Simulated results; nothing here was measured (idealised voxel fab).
Process module in this document: voxel capacitor over wiring
The figure presents cross-section cut, which has a width of 140 nm and is divided into square cells with an edge length of 5 nm.
Cross-section, as written here: a square-cell grid given band by band from the top down, where a band holds one or more rows of cells. Band: top and bottom heights (nm) first, top before bottom; then materials from left to right, widths in nm. "edge to edge" marks a sole material filling the band edge to edge. "empty" denotes empty space. Basically, 0 is our baseline, since under it the wafer straight out of the box is all one material. The bottom band has no lower end and keeps on going down, so it looks like "top 0, no bottom". A width given as "30 to 40" starts at the first number in the band's top row and ends at the second number in its bottom row, shifting by an equal amount at every step from row to row. Reading "nothing was modified" for a step: not a cell of the cross-section changed in it. Closed-off voids of 8+ cells (no open route to the top) go in "Sealed internal voids", written width x height at distance from the left edge, in nm. Heads up: the bit after the settings on a step's line is the simulator's remark on that step. For masked steps, "overlay nm" on the step line gives how far right of plan the mask actually lay; a minus sign means it lay to the left. Structure of the following material. The material consists of pairs of cross-sections. Each pair comprises the cross-section before one process step and the cross-section after that step, the latter shown only down to the lowest band that changed. The step between the cross-sections is specified beneath each pair, including its settings. Pairs are not necessarily consecutive: they may derive from different runs of this module performed on the same starting wafer. Continuity with the pair above is to be assumed only where the entry headed "Incoming profile" of the pair in question states it.
[Incoming profile]
- top 0, no bottom | Si edge to edge
- Sealed internal voids: none
[Cross-Section Thereafter]
- top 15, bottom 0 | SiO2 edge to edge
- At heights below 0, the structure remains unaltered.
- Sealed internal voids: none
Which operation links the two cross-sections above? op CONFORMAL_DEP | material SiO2 | thk nm 15
Incoming profile: this step begins from the cross-section that the pair just above shows after its step.
[Cross-Section Thereafter]
- top 20, bottom 15 | TiN edge to edge
- At heights below 15, the structure remains unaltered.
- Sealed internal voids: none
Which operation links the two cross-sections above? op DIRECTIONAL_DEP | material TiN | thk nm 5
Incoming profile: this step begins from the cross-section that the pair just above shows after its step.
[Cross-Section Thereafter]
- top 35, bottom 20 | Ru edge to edge
- At heights below 20, the structure remains unaltered.
- Sealed internal voids: none
Which operation links the two cross-sections above? op DIRECTIONAL_DEP | material Ru | thk nm 15
Incoming profile: this step begins from the cross-section that the pair just above shows after its step.
[Cross-Section Thereafter]
- top 50, bottom 35 | empty 15 nm; resist 25 nm; empty 60 nm; resist 25 nm; empty 15 nm
- At heights below 35, the structure remains unaltered.
- Sealed internal voids: none
Which operation links the two cross-sections above? op PATTERN | tone cover | mask id METAL_1 | material resist | width nm 25 | pitch nm 85 | thk nm 15 | overlay nm 0
Incoming profile: this step begins from the cross-section that the pair just above shows after its step.
[Cross-Section Thereafter]
- top 50, bottom 35 | empty 15 nm; resist 25 nm; empty 60 nm; resist 25 nm; empty 15 nm
- top 35, bottom 20 | empty 15 nm; Ru 25 nm; empty 60 nm; Ru 25 nm; empty 15 nm
- At heights below 20, the structure remains unaltered.
- Sealed internal voids: none
Which operation links the two cross-sections above? op DIRECTIONAL_ETCH | etch materials Ru | depth nm 15
Incoming profile: this step begins from the cross-section that the pair just above shows after its step.
[Cross-Section Thereafter]
- top 50, bottom 35 | empty 15 nm; resist 25 nm; empty 60 nm; resist 25 nm; empty 15 nm
- top 35, bottom 20 | empty 15 nm; Ru 25 nm; empty 60 nm; Ru 25 nm; empty 15 nm
- top 20, bottom 15 | empty 15 nm; TiN 25 nm; empty 60 nm; TiN 25 nm; empty 15 nm
- At heights below 15, the structure remains unaltered.
- Sealed internal voids: none
Which operation links the two cross-sections above? op DIRECTIONAL_ETCH | etch materials TiN | depth nm 5
Incoming profile: this step begins from the cross-section that the pair just above shows after its step.
[Cross-Section Thereafter]
- top 35, bottom 20 | empty 15 nm; Ru 25 nm; empty 60 nm; Ru 25 nm; empty 15 nm
- At heights below 20, the structure remains unaltered.
- Sealed internal voids: none
Which operation links the two cross-sections above? op STRIP | etch materials resist
Incoming profile: this step begins from the cross-section that the pair just above shows after its step.
[Cross-Section Thereafter]
- top 45, bottom 35 | lowk edge to edge
- top 35, bottom 20 | lowk 15 nm; Ru 25 nm; lowk 60 nm; Ru 25 nm; lowk 15 nm
- top 20, bottom 15 | lowk 15 nm; TiN 25 nm; lowk 60 nm; TiN 25 nm; lowk 15 nm
- At heights below 15, the structure remains unaltered.
- Sealed internal voids: none
Which operation links the two cross-sections above? op FILL_DEP | material lowk | thk nm 10
Incoming profile: this step begins from the cross-section that the pair just above shows after its step.
[Cross-Section Thereafter]
- top 35, bottom 20 | lowk 15 nm; Ru 25 nm; lowk 60 nm; Ru 25 nm; lowk 15 nm
- At heights below 20, the structure remains unaltered.
- Sealed internal voids: none
Which operation links the two cross-sections above? op CMP | height nm 35
Incoming profile: this step begins from the cross-section that the pair just above shows after its step.
[Cross-Section Thereafter]
- top 40, bottom 35 | SiCN edge to edge
- At heights below 35, the structure remains unaltered.
- Sealed internal voids: none
Which operation links the two cross-sections above? op CONFORMAL_DEP | material SiCN | thk nm 5
Incoming profile: this step begins from the cross-section that the pair just above shows after its step.
[Cross-Section Thereafter]
- top 60, bottom 40 | lowk edge to edge
- At heights below 40, the structure remains unaltered.
- Sealed internal voids: none
Which operation links the two cross-sections above? op DIRECTIONAL_DEP | material lowk | thk nm 20
Incoming profile: this step begins from the cross-section that the pair just above shows after its step.
[Cross-Section Thereafter]
- top 75, bottom 60 | resist 25 nm; empty 15 nm; resist 100 nm
- At heights below 60, the structure remains unaltered.
- Sealed internal voids: none
Which operation links the two cross-sections above? op PATTERN | tone open | mask id PLUG_1 | material resist | width nm 15 | thk nm 15 | overlay nm 0
Incoming profile: this step begins from the cross-section that the pair just above shows after its step.
[Cross-Section Thereafter]
- top 75, bottom 60 | resist 25 nm; empty 15 nm; resist 100 nm
- top 60, bottom 40 | lowk 25 nm; empty 15 nm; lowk 100 nm
- At heights below 40, the structure remains unaltered.
- Sealed internal voids: none
Which operation links the two cross-sections above? op DIRECTIONAL_ETCH | etch materials lowk | depth nm 20
Incoming profile: this step begins from the cross-section that the pair just above shows after its step.
[Cross-Section Thereafter]
- top 75, bottom 60 | resist 25 nm; empty 15 nm; resist 100 nm
- top 60, bottom 40 | lowk 25 nm; empty 15 nm; lowk 100 nm
- top 40, bottom 35 | SiCN 25 nm; empty 15 nm; SiCN 100 nm
- At heights below 35, the structure remains unaltered.
- Sealed internal voids: none
Which operation links the two cross-sections above? op DIRECTIONAL_ETCH | etch materials SiCN | depth nm 5
Incoming profile: this step begins from the cross-section that the pair just above shows after its step.
[Cross-Section Thereafter]
- top 60, bottom 40 | lowk 25 nm; empty 15 nm; lowk 100 nm
- At heights below 40, the structure remains unaltered.
- Sealed internal voids: none
Which operation links the two cross-sections above? op STRIP | etch materials resist
Incoming profile: this step begins from the cross-section that the pair just above shows after its step.
[Cross-Section Thereafter]
- top 60, bottom 45 | lowk 25 nm; empty 15 nm; lowk 100 nm
- top 45, bottom 40 | lowk 25 nm; Ru 15 nm; lowk 100 nm
- top 40, bottom 35 | SiCN 25 nm; Ru 15 nm; SiCN 100 nm
- At heights below 35, the structure remains unaltered.
- Sealed internal voids: none
Which operation links the two cross-sections above? op EPI | material Ru | thk nm 10
Incoming profile: this step begins from the cross-section that the pair just above shows after its step.
[Cross-Section Thereafter]
- top 60, bottom 55 | lowk 25 nm; empty 15 nm; lowk 100 nm
- top 55, bottom 40 | lowk 25 nm; Ru 15 nm; lowk 100 nm
- At heights below 40, the structure remains unaltered.
- Sealed internal voids: none
Which operation links the two cross-sections above? op EPI | material Ru | thk nm 10
Incoming profile: this step begins from the cross-section that the pair just above shows after its step.
[Cross-Section Thereafter]
- top 60, bottom 40 | lowk 25 nm; Ru 15 nm; lowk 100 nm
- At heights below 40, the structure remains unaltered.
- Sealed internal voids: none
Which operation links the two cross-sections above? op EPI | material Ru | thk nm 5
Incoming profile: this step begins from the cross-section that the pair just above shows after its step.
[Cross-Section Thereafter]
- top 70, bottom 60 | TiN edge to edge
- At heights below 60, the structure remains unaltered.
- Sealed internal voids: none
Which operation links the two cross-sections above? op DIRECTIONAL_DEP | material TiN | thk nm 10
Incoming profile: this step begins from the cross-section that the pair just above shows after its step.
[Cross-Section Thereafter]
- top 75, bottom 70 | SiN edge to edge
- At heights below 70, the structure remains unaltered.
- Sealed internal voids: none
Which operation links the two cross-sections above? op DIRECTIONAL_DEP | material SiN | thk nm 5
Incoming profile: this step begins from the cross-section that the pair just above shows after its step.
[Cross-Section Thereafter]
- top 80, bottom 75 | TiN edge to edge
- At heights below 75, the structure remains unaltered.
- Sealed internal voids: none
Which operation links the two cross-sections above? op DIRECTIONAL_DEP | material TiN | thk nm 5
Incoming profile: this step begins from the cross-section that the pair just above shows after its step.
[Cross-Section Thereafter]
- top 80, bottom 75 | empty 25 nm; TiN 65 nm; empty 50 nm
- At heights below 75, the structure remains unaltered.
- Sealed internal voids: none
Which operation links the two cross-sections above? op MASKED_ETCH | tone cover | mask id UPPER_PLATE | width nm 65 | etch materials TiN | depth nm 5 | overlay nm 0
Incoming profile: this step begins from the cross-section that the pair just above shows after its step.
[Cross-Section Thereafter]
- top 80, bottom 75 | empty 25 nm; TiN 65 nm; empty 50 nm
- top 75, bottom 70 | empty 25 nm; SiN 65 nm; empty 50 nm
- At heights below 70, the structure remains unaltered.
- Sealed internal voids: none
Which operation links the two cross-sections above? op MASKED_ETCH | tone cover | mask id UPPER_PLATE | width nm 65 | etch materials SiN | depth nm 5 | overlay nm 0
Incoming profile: this step begins from the cross-section that the pair just above shows after its step.
[Cross-Section Thereafter]
- top 80, bottom 75 | empty 25 nm; TiN 65 nm; empty 50 nm
- top 75, bottom 70 | empty 25 nm; SiN 65 nm; empty 50 nm
- top 70, bottom 60 | empty 20 nm; TiN 75 nm; empty 45 nm
- At heights below 60, the structure remains unaltered.
- Sealed internal voids: none
Which operation links the two cross-sections above? op MASKED_ETCH | tone cover | mask id LOWER_PLATE | width nm 75 | etch materials TiN | depth nm 10 | overlay nm 0
Incoming profile: this step begins from the cross-section that the pair just above shows after its step.
[Cross-Section Thereafter]
- top 95, bottom 80 | SiO2 edge to edge
- top 80, bottom 75 | SiO2 25 nm; TiN 65 nm; SiO2 50 nm
- top 75, bottom 70 | SiO2 25 nm; SiN 65 nm; SiO2 50 nm
- top 70, bottom 60 | SiO2 20 nm; TiN 75 nm; SiO2 45 nm
- At heights below 60, the structure remains unaltered.
- Sealed internal voids: none
Which operation links the two cross-sections above? op FILL_DEP | material SiO2 | thk nm 15
Incoming profile: this step begins from the cross-section that the pair just above shows after its step.
[Cross-Section Thereafter]
- top 90, bottom 80 | SiO2 edge to edge
- At heights below 80, the structure remains unaltered.
- Sealed internal voids: none
Which operation links the two cross-sections above? op CMP | height nm 90
Incoming profile: this step begins from the cross-section that the pair just above shows after its step.
[Cross-Section Thereafter]
- top 90, bottom 80 | SiO2 35 nm; empty 15 nm; SiO2 90 nm
- At heights below 80, the structure remains unaltered.
- Sealed internal voids: none
Which operation links the two cross-sections above? op MASKED_ETCH | tone open | mask id PLUG_2 | width nm 15 | etch materials SiO2 | depth nm 10 | overlay nm 0
Incoming profile: this step begins from the cross-section that the pair just above shows after its step.
[Cross-Section Thereafter]
- top 95, bottom 90 | TiN 40 nm; empty 5 nm; TiN 95 nm
- top 90, bottom 85 | SiO2 35 nm; TiN 5 nm; empty 5 nm; TiN 5 nm; SiO2 90 nm
- top 85, bottom 75 | SiO2 35 to 25 nm; TiN 15 to 65 nm; SiO2 90 to 50 nm
- At heights below 75, the structure remains unaltered.
- Sealed internal voids: none
Which operation links the two cross-sections above? op CONFORMAL_DEP | material TiN | thk nm 5
Incoming profile: this step begins from the cross-section that the pair just above shows after its step.
[Cross-Section Thereafter]
- top 105, bottom 95 | Ru edge to edge
- top 95, bottom 90 | TiN 40 nm; Ru 5 nm; TiN 95 nm
- top 90, bottom 85 | SiO2 35 nm; TiN 5 nm; Ru 5 nm; TiN 5 nm; SiO2 90 nm
- At heights below 85, the structure remains unaltered.
- Sealed internal voids: none
Which operation links the two cross-sections above? op FILL_DEP | material Ru | thk nm 10
Incoming profile: this step begins from the cross-section that the pair just above shows after its step.
[Cross-Section Thereafter]
- top 90, bottom 85 | SiO2 35 nm; TiN 5 nm; Ru 5 nm; TiN 5 nm; SiO2 90 nm
- At heights below 85, the structure remains unaltered.
- Sealed internal voids: none
Which operation links the two cross-sections above? op CMP | height nm 90
Incoming profile: this step begins from the cross-section that the pair just above shows after its step.
[Cross-Section Thereafter]
- top 95, bottom 90 | SiCN edge to edge
- At heights below 90, the structure remains unaltered.
- Sealed internal voids: none
Which operation links the two cross-sections above? op CONFORMAL_DEP | material SiCN | thk nm 5
[Incoming profile]
- top 60, bottom 45 | lowk 25 nm; empty 15 nm; lowk 100 nm
- top 45, bottom 40 | lowk 25 nm; Ru 15 nm; lowk 100 nm
- top 40, bottom 35 | SiCN 25 nm; Ru 15 nm; SiCN 100 nm
- top 35, bottom 20 | lowk 15 nm; Ru 25 nm; lowk 60 nm; Ru 25 nm; lowk 15 nm
- top 20, bottom 15 | lowk 15 nm; TiN 25 nm; lowk 60 nm; TiN 25 nm; lowk 15 nm
- top 15, bottom 0 | SiO2 edge to edge
- top 0, no bottom | Si edge to edge
- Sealed internal voids: none
[Cross-Section Thereafter]
- top 60, bottom 50 | lowk 25 nm; empty 15 nm; lowk 100 nm
- top 50, bottom 40 | lowk 25 nm; Ru 15 nm; lowk 100 nm
- At heights below 40, the structure remains unaltered.
- Sealed internal voids: none
Which operation links the two cross-sections above? op EPI | material Ru | thk nm 5
Incoming profile: this step begins from the cross-section that the pair just above shows after its step.
[Cross-Section Thereafter]
- top 70, bottom 60 | TiN 25 nm; empty 15 nm; TiN 100 nm
- top 60, bottom 50 | lowk 25 nm; TiN 15 nm; lowk 100 nm
- At heights below 50, the structure remains unaltered.
- Sealed internal voids: none
Which operation links the two cross-sections above? op DIRECTIONAL_DEP | material TiN | thk nm 10
Incoming profile: this step begins from the cross-section that the pair just above shows after its step.
[Cross-Section Thereafter]
- top 75, bottom 70 | SiN 25 nm; empty 15 nm; SiN 100 nm
- top 70, bottom 65 | TiN 25 nm; empty 15 nm; TiN 100 nm
- top 65, bottom 60 | TiN 25 nm; SiN 15 nm; TiN 100 nm
- At heights below 60, the structure remains unaltered.
- Sealed internal voids: none
Which operation links the two cross-sections above? op DIRECTIONAL_DEP | material SiN | thk nm 5
Incoming profile: this step begins from the cross-section that the pair just above shows after its step.
[Cross-Section Thereafter]
- top 80, bottom 75 | TiN 25 nm; empty 15 nm; TiN 100 nm
- top 75, bottom 70 | SiN 25 nm; empty 15 nm; SiN 100 nm
- top 70, bottom 65 | TiN edge to edge
- At heights below 65, the structure remains unaltered.
- Sealed internal voids: none
Which operation links the two cross-sections above? op DIRECTIONAL_DEP | material TiN | thk nm 5
Incoming profile: this step begins from the cross-section that the pair just above shows after its step.
[Cross-Section Thereafter]
- top 80, bottom 75 | empty 40 nm; TiN 50 nm; empty 50 nm
- At heights below 75, the structure remains unaltered.
- Sealed internal voids: none
Which operation links the two cross-sections above? op MASKED_ETCH | tone cover | mask id UPPER_PLATE | width nm 65 | etch materials TiN | depth nm 5 | overlay nm 0
Incoming profile: this step begins from the cross-section that the pair just above shows after its step.
[Cross-Section Thereafter]
- top 80, bottom 75 | empty 40 nm; TiN 50 nm; empty 50 nm
- top 75, bottom 70 | empty 40 nm; SiN 50 nm; empty 50 nm
- At heights below 70, the structure remains unaltered.
- Sealed internal voids: none
Which operation links the two cross-sections above? op MASKED_ETCH | tone cover | mask id UPPER_PLATE | width nm 65 | etch materials SiN | depth nm 5 | overlay nm 0
Incoming profile: this step begins from the cross-section that the pair just above shows after its step.
[Cross-Section Thereafter]
- top 80, bottom 75 | empty 40 nm; TiN 50 nm; empty 50 nm
- top 75, bottom 70 | empty 40 nm; SiN 50 nm; empty 50 nm
- top 70, bottom 65 | empty 20 nm; TiN 75 nm; empty 45 nm
- top 65, bottom 60 | empty 20 nm; TiN 5 nm; SiN 15 nm; TiN 55 nm; empty 45 nm
- At heights below 60, the structure remains unaltered.
- Sealed internal voids: none
Which operation links the two cross-sections above? op MASKED_ETCH | tone cover | mask id LOWER_PLATE | width nm 75 | etch materials TiN | depth nm 10 | overlay nm 0
Incoming profile: this step begins from the cross-section that the pair just above shows after its step.
[Cross-Section Thereafter]
- top 95, bottom 80 | SiO2 edge to edge
- top 80, bottom 75 | SiO2 40 nm; TiN 50 nm; SiO2 50 nm
- top 75, bottom 70 | SiO2 40 nm; SiN 50 nm; SiO2 50 nm
- top 70, bottom 65 | SiO2 20 nm; TiN 75 nm; SiO2 45 nm
- top 65, bottom 60 | SiO2 20 nm; TiN 5 nm; SiN 15 nm; TiN 55 nm; SiO2 45 nm
- At heights below 60, the structure remains unaltered.
- Sealed internal voids: none
Which operation links the two cross-sections above? op FILL_DEP | material SiO2 | thk nm 15
Incoming profile: this step begins from the cross-section that the pair just above shows after its step.
[Cross-Section Thereafter]
- top 90, bottom 80 | SiO2 edge to edge
- At heights below 80, the structure remains unaltered.
- Sealed internal voids: none
Which operation links the two cross-sections above? op CMP | height nm 90
Incoming profile: this step begins from the cross-section that the pair just above shows after its step.
[Cross-Section Thereafter]
- top 90, bottom 80 | SiO2 35 nm; empty 15 nm; SiO2 90 nm
- At heights below 80, the structure remains unaltered.
- Sealed internal voids: none
Which operation links the two cross-sections above? op MASKED_ETCH | tone open | mask id PLUG_2 | width nm 15 | etch materials SiO2 | depth nm 10 | overlay nm 0
Incoming profile: this step begins from the cross-section that the pair just above shows after its step.
[Cross-Section Thereafter]
- top 95, bottom 90 | TiN 40 nm; empty 5 nm; TiN 95 nm
- top 90, bottom 85 | SiO2 35 nm; TiN 5 nm; empty 5 nm; TiN 5 nm; SiO2 90 nm
- top 85, bottom 75 | SiO2 35 to 40 nm; TiN 15 to 50 nm; SiO2 90 to 50 nm
- At heights below 75, the structure remains unaltered.
- Sealed internal voids: none
Which operation links the two cross-sections above? op CONFORMAL_DEP | material TiN | thk nm 5
Incoming profile: this step begins from the cross-section that the pair just above shows after its step.
[Cross-Section Thereafter]
- top 105, bottom 95 | Ru edge to edge
- top 95, bottom 90 | TiN 40 nm; Ru 5 nm; TiN 95 nm
- top 90, bottom 85 | SiO2 35 nm; TiN 5 nm; Ru 5 nm; TiN 5 nm; SiO2 90 nm
- At heights below 85, the structure remains unaltered.
- Sealed internal voids: none
Which operation links the two cross-sections above? op FILL_DEP | material Ru | thk nm 10
Incoming profile: this step begins from the cross-section that the pair just above shows after its step.
[Cross-Section Thereafter]
- top 90, bottom 85 | SiO2 35 nm; TiN 5 nm; Ru 5 nm; TiN 5 nm; SiO2 90 nm
- At heights below 85, the structure remains unaltered.
- Sealed internal voids: none
Which operation links the two cross-sections above? op CMP | height nm 90
Incoming profile: this step begins from the cross-section that the pair just above shows after its step.
[Cross-Section Thereafter]
- top 95, bottom 90 | SiCN edge to edge
- At heights below 90, the structure remains unaltered.
- Sealed internal voids: none
Which operation links the two cross-sections above? op CONFORMAL_DEP | material SiCN | thk nm 5
[Incoming profile]
- top 60, bottom 40 | lowk edge to edge
- top 40, bottom 35 | SiCN edge to edge
- top 35, bottom 20 | lowk 15 nm; Ru 25 nm; lowk 60 nm; Ru 25 nm; lowk 15 nm
- top 20, bottom 15 | lowk 15 nm; TiN 25 nm; lowk 60 nm; TiN 25 nm; lowk 15 nm
- top 15, bottom 0 | SiO2 edge to edge
- top 0, no bottom | Si edge to edge
- Sealed internal voids: none
[Cross-Section Thereafter]
- top 80, bottom 40 | lowk edge to edge
- At heights below 40, the structure remains unaltered.
- Sealed internal voids: none
Which operation links the two cross-sections above? op DIRECTIONAL_DEP | material lowk | thk nm 20
Incoming profile: this step begins from the cross-section that the pair just above shows after its step.
[Cross-Section Thereafter]
- top 95, bottom 80 | resist 25 nm; empty 15 nm; resist 100 nm
- At heights below 80, the structure remains unaltered.
- Sealed internal voids: none
Which operation links the two cross-sections above? op PATTERN | tone open | mask id PLUG_1 | material resist | width nm 15 | thk nm 15 | overlay nm 0
Incoming profile: this step begins from the cross-section that the pair just above shows after its step.
[Cross-Section Thereafter]
- top 95, bottom 80 | resist 25 nm; empty 15 nm; resist 100 nm
- top 80, bottom 60 | lowk 25 nm; empty 15 nm; lowk 100 nm
- At heights below 60, the structure remains unaltered.
- Sealed internal voids: none
Which operation links the two cross-sections above? op DIRECTIONAL_ETCH | etch materials lowk | depth nm 20
Incoming profile: this step begins from the cross-section that the pair just above shows after its step.
[Cross-Section Thereafter]
- top 80, bottom 60 | lowk 25 nm; empty 15 nm; lowk 100 nm
- At heights below 60, the structure remains unaltered.
- Sealed internal voids: none
Which operation links the two cross-sections above? op STRIP | etch materials resist
Incoming profile: this step begins from the cross-section that the pair just above shows after its step.
[Cross-Section Thereafter]
- top 90, bottom 80 | TiN 25 nm; empty 15 nm; TiN 100 nm
- top 80, bottom 70 | lowk 25 nm; empty 15 nm; lowk 100 nm
- top 70, bottom 60 | lowk 25 nm; TiN 15 nm; lowk 100 nm
- At heights below 60, the structure remains unaltered.
- Sealed internal voids: none
Which operation links the two cross-sections above? op DIRECTIONAL_DEP | material TiN | thk nm 10
Incoming profile: this step begins from the cross-section that the pair just above shows after its step.
[Cross-Section Thereafter]
- top 95, bottom 90 | SiN 25 nm; empty 15 nm; SiN 100 nm
- top 90, bottom 80 | TiN 25 nm; empty 15 nm; TiN 100 nm
- top 80, bottom 75 | lowk 25 nm; empty 15 nm; lowk 100 nm
- top 75, bottom 70 | lowk 25 nm; SiN 15 nm; lowk 100 nm
- At heights below 70, the structure remains unaltered.
- Sealed internal voids: none
Which operation links the two cross-sections above? op DIRECTIONAL_DEP | material SiN | thk nm 5
Incoming profile: this step begins from the cross-section that the pair just above shows after its step.
[Cross-Section Thereafter]
- top 100, bottom 95 | TiN 25 nm; empty 15 nm; TiN 100 nm
- top 95, bottom 90 | SiN 25 nm; empty 15 nm; SiN 100 nm
- top 90, bottom 80 | TiN 25 nm; empty 15 nm; TiN 100 nm
- top 80, bottom 75 | lowk 25 nm; TiN 15 nm; lowk 100 nm
- At heights below 75, the structure remains unaltered.
- Sealed internal voids: none
Which operation links the two cross-sections above? op DIRECTIONAL_DEP | material TiN | thk nm 5
Incoming profile: this step begins from the cross-section that the pair just above shows after its step.
[Cross-Section Thereafter]
- top 100, bottom 95 | empty 40 nm; TiN 50 nm; empty 50 nm
- At heights below 95, the structure remains unaltered.
- Sealed internal voids: none
Which operation links the two cross-sections above? op MASKED_ETCH | tone cover | mask id UPPER_PLATE | width nm 65 | etch materials TiN | depth nm 5 | overlay nm 0
Incoming profile: this step begins from the cross-section that the pair just above shows after its step.
[Cross-Section Thereafter]
- top 100, bottom 95 | empty 40 nm; TiN 50 nm; empty 50 nm
- top 95, bottom 90 | empty 40 nm; SiN 50 nm; empty 50 nm
- At heights below 90, the structure remains unaltered.
- Sealed internal voids: none
Which operation links the two cross-sections above? op MASKED_ETCH | tone cover | mask id UPPER_PLATE | width nm 65 | etch materials SiN | depth nm 5 | overlay nm 0
Incoming profile: this step begins from the cross-section that the pair just above shows after its step.
[Cross-Section Thereafter]
- top 100, bottom 95 | empty 40 nm; TiN 50 nm; empty 50 nm
- top 95, bottom 90 | empty 40 nm; SiN 50 nm; empty 50 nm
- top 90, bottom 80 | empty 20 nm; TiN 5 nm; empty 15 nm; TiN 55 nm; empty 45 nm
- At heights below 80, the structure remains unaltered.
- Sealed internal voids: none
Which operation links the two cross-sections above? op MASKED_ETCH | tone cover | mask id LOWER_PLATE | width nm 75 | etch materials TiN | depth nm 10 | overlay nm 0
Incoming profile: this step begins from the cross-section that the pair just above shows after its step.
[Cross-Section Thereafter]
- top 115, bottom 100 | SiO2 edge to edge
- top 100, bottom 95 | SiO2 40 nm; TiN 50 nm; SiO2 50 nm
- top 95, bottom 90 | SiO2 40 nm; SiN 50 nm; SiO2 50 nm
- top 90, bottom 80 | SiO2 20 nm; TiN 5 nm; SiO2 15 nm; TiN 55 nm; SiO2 45 nm
- At heights below 80, the structure remains unaltered.
- Sealed internal voids: none
Which operation links the two cross-sections above? op FILL_DEP | material SiO2 | thk nm 15
Incoming profile: this step begins from the cross-section that the pair just above shows after its step.
[Cross-Section Thereafter]
- top 90, bottom 80 | SiO2 20 nm; TiN 5 nm; SiO2 15 nm; TiN 55 nm; SiO2 45 nm
- At heights below 80, the structure remains unaltered.
- Sealed internal voids: none
Which operation links the two cross-sections above? op CMP | height nm 90
Incoming profile: this step begins from the cross-section that the pair just above shows after its step.
[Cross-Section Thereafter]
- top 90, bottom 80 | SiO2 20 nm; TiN 5 nm; SiO2 10 nm; empty 5 nm; TiN 55 nm; SiO2 45 nm
- At heights below 80, the structure remains unaltered.
- Sealed internal voids: none
Which operation links the two cross-sections above? op MASKED_ETCH | tone open | mask id PLUG_2 | width nm 15 | etch materials SiO2 | depth nm 10 | overlay nm 0
Incoming profile: this step begins from the cross-section that the pair just above shows after its step.
[Cross-Section Thereafter]
- top 95, bottom 90 | TiN edge to edge
- top 90, bottom 80 | SiO2 20 nm; TiN 5 nm; SiO2 10 nm; TiN 60 nm; SiO2 45 nm
- At heights below 80, the structure remains unaltered.
- Sealed internal voids: none
Which operation links the two cross-sections above? op CONFORMAL_DEP | material TiN | thk nm 5
Incoming profile: this step begins from the cross-section that the pair just above shows after its step.
[Cross-Section Thereafter]
- top 105, bottom 95 | Ru edge to edge
- At heights below 95, the structure remains unaltered.
- Sealed internal voids: none
Which operation links the two cross-sections above? op FILL_DEP | material Ru | thk nm 10
Incoming profile: this step begins from the cross-section that the pair just above shows after its step.
[Cross-Section Thereafter]
- top 90, bottom 80 | SiO2 20 nm; TiN 5 nm; SiO2 10 nm; TiN 60 nm; SiO2 45 nm
- At heights below 80, the structure remains unaltered.
- Sealed internal voids: none
Which operation links the two cross-sections above? op CMP | height nm 90
Incoming profile: this step begins from the cross-section that the pair just above shows after its step.
[Cross-Section Thereafter]
- top 95, bottom 90 | SiCN edge to edge
- At heights below 90, the structure remains unaltered.
- Sealed internal voids: none
Which operation links the two cross-sections above? op CONFORMAL_DEP | material SiCN | thk nm 5
[Incoming profile]
- top 60, bottom 55 | lowk 25 nm; empty 15 nm; lowk 100 nm
- top 55, bottom 40 | lowk 25 nm; Ru 15 nm; lowk 100 nm
- top 40, bottom 35 | SiCN 25 nm; Ru 15 nm; SiCN 100 nm
- top 35, bottom 20 | lowk 15 nm; Ru 25 nm; lowk 60 nm; Ru 25 nm; lowk 15 nm
- top 20, bottom 15 | lowk 15 nm; TiN 25 nm; lowk 60 nm; TiN 25 nm; lowk 15 nm
- top 15, bottom 0 | SiO2 edge to edge
- top 0, no bottom | Si edge to edge
- Sealed internal voids: none
[Cross-Section Thereafter]
- top 70, bottom 65 | TiN 25 nm; empty 15 nm; TiN 100 nm
- top 65, bottom 60 | TiN edge to edge
- top 60, bottom 55 | lowk 25 nm; TiN 15 nm; lowk 100 nm
- At heights below 55, the structure remains unaltered.
- Sealed internal voids: none
Which operation links the two cross-sections above? op DIRECTIONAL_DEP | material TiN | thk nm 10
Incoming profile: this step begins from the cross-section that the pair just above shows after its step.
[Cross-Section Thereafter]
- top 75, bottom 70 | Ru 30 nm; empty 5 nm; Ru 105 nm
- top 70, bottom 65 | TiN 25 nm; Ru 15 nm; TiN 100 nm
- At heights below 65, the structure remains unaltered.
- Sealed internal voids: none
Which operation links the two cross-sections above? op EPI | material Ru | thk nm 5
Incoming profile: this step begins from the cross-section that the pair just above shows after its step.
[Cross-Section Thereafter]
- top 80, bottom 75 | SiN 30 nm; empty 5 nm; SiN 105 nm
- top 75, bottom 70 | Ru 30 nm; SiN 5 nm; Ru 105 nm
- At heights below 70, the structure remains unaltered.
- Sealed internal voids: none
Which operation links the two cross-sections above? op DIRECTIONAL_DEP | material SiN | thk nm 5
Incoming profile: this step begins from the cross-section that the pair just above shows after its step.
[Cross-Section Thereafter]
- top 85, bottom 80 | TiN 30 nm; empty 5 nm; TiN 105 nm
- top 80, bottom 75 | SiN 30 nm; TiN 5 nm; SiN 105 nm
- At heights below 75, the structure remains unaltered.
- Sealed internal voids: none
Which operation links the two cross-sections above? op DIRECTIONAL_DEP | material TiN | thk nm 5
Incoming profile: this step begins from the cross-section that the pair just above shows after its step.
[Cross-Section Thereafter]
- top 85, bottom 80 | empty 25 nm; TiN 5 nm; empty 5 nm; TiN 55 nm; empty 50 nm
- At heights below 80, the structure remains unaltered.
- Sealed internal voids: none
Which operation links the two cross-sections above? op MASKED_ETCH | tone cover | mask id UPPER_PLATE | width nm 65 | etch materials TiN | depth nm 5 | overlay nm 0
Incoming profile: this step begins from the cross-section that the pair just above shows after its step.
[Cross-Section Thereafter]
- top 85, bottom 80 | empty 25 nm; TiN 5 nm; empty 5 nm; TiN 55 nm; empty 50 nm
- top 80, bottom 75 | empty 25 nm; SiN 5 nm; TiN 5 nm; SiN 55 nm; empty 50 nm
- At heights below 75, the structure remains unaltered.
- Sealed internal voids: none
Which operation links the two cross-sections above? op MASKED_ETCH | tone cover | mask id UPPER_PLATE | width nm 65 | etch materials SiN | depth nm 5 | overlay nm 0
Incoming profile: this step begins from the cross-section that the pair just above shows after its step.
[Cross-Section Thereafter]
- top 100, bottom 85 | SiO2 edge to edge
- top 85, bottom 80 | SiO2 25 nm; TiN 5 nm; SiO2 5 nm; TiN 55 nm; SiO2 50 nm
- top 80, bottom 75 | SiO2 25 nm; SiN 5 nm; TiN 5 nm; SiN 55 nm; SiO2 50 nm
- At heights below 75, the structure remains unaltered.
- Sealed internal voids: none
Which operation links the two cross-sections above? op FILL_DEP | material SiO2 | thk nm 15
Incoming profile: this step begins from the cross-section that the pair just above shows after its step.
[Cross-Section Thereafter]
- top 90, bottom 85 | SiO2 edge to edge
- At heights below 85, the structure remains unaltered.
- Sealed internal voids: none
Which operation links the two cross-sections above? op CMP | height nm 90
Incoming profile: this step begins from the cross-section that the pair just above shows after its step.
[Cross-Section Thereafter]
- top 90, bottom 85 | SiO2 35 nm; empty 15 nm; SiO2 90 nm
- At heights below 85, the structure remains unaltered.
- Sealed internal voids: none
Which operation links the two cross-sections above? op MASKED_ETCH | tone open | mask id PLUG_2 | width nm 15 | etch materials SiO2 | depth nm 10 | overlay nm 0
